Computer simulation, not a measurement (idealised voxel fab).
process module | voxel ribs on slabs
cross-section cut | 155 nm wide | cells 5 nm
A cross-section is a grid of square cells, given in bands from the top down. A band is one or more rows of cells.
Each band's line starts with the height of the band's top and of its bottom, in nm. Then come its materials from left to right, each with its width in nm. One material with "throughout" fills the band from edge to edge. "air" is empty space.
Height 0 is the level under which the wafer as received is all one material. The lowest band goes on downwards, as in "0 down".
A width such as "30 to 40" changes by the same amount from each row of cells to the next, from the band's top row to its bottom row.
"no change" after a step means that no cell of the cross-section changed.
closed voids: empty space of 8 cells or more with no open way to the top, each as width x height at its distance from the left edge, in nm
after a step's settings: what the simulator itself notes on the step
overlay nm, on a step with a mask: how far to the right of its planned place the mask lay; to the left if negative
plan
1 op RECEIVE | material Si
2 op DIRECTIONAL_DEP | material SiO2 | thk nm 25
3 op DIRECTIONAL_DEP | material SiN | thk nm 25
4 op DIRECTIONAL_DEP | material aC | thk nm 10
5 op PATTERN | tone cover | mask id RIB | material resist | width nm 25 | thk nm 25 | overlay nm 0
6 op DIRECTIONAL_ETCH | etch materials aC | depth nm 10
7 op STRIP | etch materials resist
8 op DIRECTIONAL_ETCH | etch materials SiN | depth nm 5
9 op STRIP | etch materials aC
10 op PATTERN | tone cover | mask id SLAB | material resist | width nm 65 | thk nm 15 | overlay nm 0
11 op DIRECTIONAL_ETCH | etch materials SiN | depth nm 20
12 op STRIP | etch materials resist
13 op FILL_DEP | material SiO2 | thk nm 20
14 op CMP | height nm 65
15 op DIRECTIONAL_DEP | material TiN | thk nm 10
16 op DIRECTIONAL_DEP | material aC | thk nm 10
17 op PATTERN | tone cover | mask id HEATER | material resist | width nm 35 | thk nm 25 | overlay nm 0
18 op DIRECTIONAL_ETCH | etch materials aC | depth nm 10
19 op STRIP | etch materials resist
20 op DIRECTIONAL_ETCH | etch materials TiN | depth nm 10
21 op STRIP | etch materials aC
22 op CONFORMAL_DEP | material SiO2 | thk nm 5
as received, after step 1
  0 down: Si throughout
  closed voids: none
a wafer at the end: this start, this plan, one mistake
  80 to 75: air 55 | SiO2 45 | air 55
  75 to 70: air 55 | SiO2 5 | TiN 35 | SiO2 5 | air 55
  70 to 65: SiO2 60 | TiN 35 | SiO2 60
  65 to 50: SiO2 throughout
  50 to 45: SiO2 65 | SiN 25 | SiO2 65
  45 to 25: SiO2 45 | SiN 65 | SiO2 45
  25 to 0: aC throughout
  0 down: Si throughout
  closed voids: none
what went wrong: step 2 ran as: op DIRECTIONAL_DEP | material aC | thk nm 25
